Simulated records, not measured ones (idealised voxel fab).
The document below concerns the process module designated voxel transistor to metal.
Each square cell in cross-section cut measures 5 nm, and the section as a whole is 165 nm wide.
Notation: cross-section as square-cell grid; stated in bands, top first, going down; one or more cell rows per band. Top height, bottom height, nm. Materials left to right, width each, nm. Single material + "full width" = fills band edge to edge. "empty" = empty. Zero point of the height axis is 0; under it, received wafer = one material. Lowest band: continues down indefinitely, "top 0, no bottom". A width given as "30 to 40" starts at the first number in the band's top row and ends at the second number in its bottom row, shifting by an equal amount at every step from row to row. "no alterations made" (step): cross-section cells unchanged, all of them. The entry "Sealed internal cavities" lists the empty spaces that cover at least 8 cells and have no open path to the top. Each is written as width x height at distance, where the distance is measured from the left edge and all three values are in nm. That trailing text on a step's line, after the settings, is the simulator's own remark on the step. overlay nm: how far to the right of its planned place the mask lay on this masked step (negative: to the left).

**Here's what the planned process steps look like**
1,RECEIVE, material Si
2,OXIDIZE, depth nm 5
3,CONFORMAL_DEP, material SiN, thk nm 15
4,DIRECTIONAL_DEP, material aC, thk nm 10
5,PATTERN, tone cover, mask id ACTIVE, material resist, width nm 110, thk nm 25, overlay nm 0
6,DIRECTIONAL_ETCH, etch materials aC, depth nm 10
7,STRIP, etch materials resist
8,DIRECTIONAL_ETCH, etch materials SiN, depth nm 15
9,DIRECTIONAL_ETCH, etch materials SiO2, depth nm 5
10,DIRECTIONAL_ETCH, etch materials Si, depth nm 25
11,STRIP, etch materials aC
12,FILL_DEP, material SiO2, thk nm 5
13,CMP, height nm 15
14,SELECTIVE_ETCH, etch materials SiO2, depth nm 10
15,STRIP, etch materials SiN
16,SELECTIVE_ETCH, etch materials SiO2, depth nm 5
17,OXIDIZE, depth nm 5
18,DIRECTIONAL_DEP, material polySi, thk nm 30
19,DIRECTIONAL_DEP, material SiCN, thk nm 15
20,MASKED_ETCH, tone cover, mask id GATE, width nm 20, etch materials SiCN, depth nm 25, overlay nm 0
21,MASKED_ETCH, tone cover, mask id GATE, width nm 20, etch materials polySi, depth nm 40, overlay nm 0
22,CONFORMAL_DEP, material SiO2, thk nm 5
23,DIRECTIONAL_ETCH, etch materials SiO2, depth nm 5
24,CONFORMAL_DEP, material SiN, thk nm 10
25,DIRECTIONAL_ETCH, etch materials SiN, depth nm 10
26,DIRECTIONAL_ETCH, etch materials SiO2, depth nm 5
27,EPI, material pSi, thk nm 5
28,FILL_DEP, material SiO2, thk nm 5
29,CMP, height nm 40
30,DIRECTIONAL_DEP, material SiO2, thk nm 15
31,PATTERN, tone open, mask id CONTACT, material resist, width nm 20, pitch nm 80, thk nm 20, overlay nm 0
32,DIRECTIONAL_ETCH, etch materials SiO2, depth nm 60
33,STRIP, etch materials resist
34,CONFORMAL_DEP, material TiN, thk nm 5
35,FILL_DEP, material Ru, thk nm 5
36,CMP, height nm 55
37,DIRECTIONAL_DEP, material TiN, thk nm 5
38,DIRECTIONAL_DEP, material W, thk nm 15
39,PATTERN, tone cover, mask id METAL_1, material resist, width nm 20, pitch nm 80, thk nm 20, overlay nm 0
40,DIRECTIONAL_ETCH, etch materials W, depth nm 15
41,DIRECTIONAL_ETCH, etch materials TiN, depth nm 5
42,STRIP, etch materials resist
43,FILL_DEP, material SiO2, thk nm 10
44,CMP, height nm 75
45,CONFORMAL_DEP, material SiCN, thk nm 5
46,DIRECTIONAL_DEP, material lowk, thk nm 30
47,PATTERN, tone open, mask id METAL_2_HOLES, material resist, width nm 15, pitch nm 80, thk nm 15, overlay nm 0
48,DIRECTIONAL_ETCH, etch materials lowk, depth nm 30
49,STRIP, etch materials resist
50,DIRECTIONAL_DEP, material aC, thk nm 10
51,PATTERN, tone open, mask id METAL_2, material resist, width nm 20, pitch nm 80, thk nm 30, overlay nm 0
52,DIRECTIONAL_ETCH, etch materials aC, depth nm 10
53,STRIP, etch materials resist
54,DIRECTIONAL_ETCH, etch materials lowk, depth nm 15
55,DIRECTIONAL_ETCH, etch materials SiCN, depth nm 5
56,STRIP, etch materials aC
57,CONFORMAL_DEP, material TiN, thk nm 5
58,FILL_DEP, material Cu, thk nm 10
59,CMP, height nm 110
60,CONFORMAL_DEP, material SiN, thk nm 5

**Cross-section of the wafer upon arrival, representing the state reached after step 1**
- top 0, no bottom | Si full width
- Sealed internal cavities: none

**End-of-module cross-section. Starting structure and process plan as above; one mistake made in running it**
- top 115, bottom 110 | SiN full width
- top 110, bottom 100 | lowk 30  TiN 5  Cu 10  TiN 5  lowk 60  TiN 5  Cu 10  TiN 5  lowk 35
- top 100, bottom 95 | lowk 30  TiN 5  Cu 5  TiN 10  lowk 60  TiN 5  Cu 5  TiN 10  lowk 35
- top 95, bottom 80 | lowk 30  TiN 5  Cu 5  TiN 5  lowk 65  TiN 5  Cu 5  TiN 5  lowk 40
- top 80, bottom 75 | SiCN 30  TiN 15  SiCN 65  TiN 15  SiCN 40
- top 75, bottom 60 | SiO2 30  W 20  SiO2 60  W 20  SiO2 35
- top 60, bottom 55 | SiO2 30  TiN 20  SiO2 60  TiN 20  SiO2 35
- top 55, bottom 45 | SiO2 30  TiN 5  Ru 10  TiN 5  SiO2 60  TiN 5  Ru 10  TiN 5  SiO2 35
- top 45, bottom 40 | SiO2 30  TiN 20  SiO2 60  TiN 20  SiO2 35
- top 40, bottom 30 | SiCN 70  SiO2 5  SiN 10  SiO2 5  SiCN 75
- top 30, bottom 25 | polySi 20  SiCN 50  SiO2 5  SiN 10  SiO2 5  SiCN 50  polySi 25
- top 25, bottom 0 | polySi full width
- top 0, bottom -5 | SiO2 20  polySi 120  SiO2 25
- top -5, bottom -10 | SiO2 full width
- top -10, bottom -30 | SiO2 25  Si 110  SiO2 30
- top -30, no bottom | Si full width
- Sealed internal cavities: none
Where did the run depart from the plan? step 20 ran differently from the plan; actual operation with settings: MASKED_ETCH, tone open, mask id GATE, width nm 20, etch materials SiCN, depth nm 25, overlay nm 0
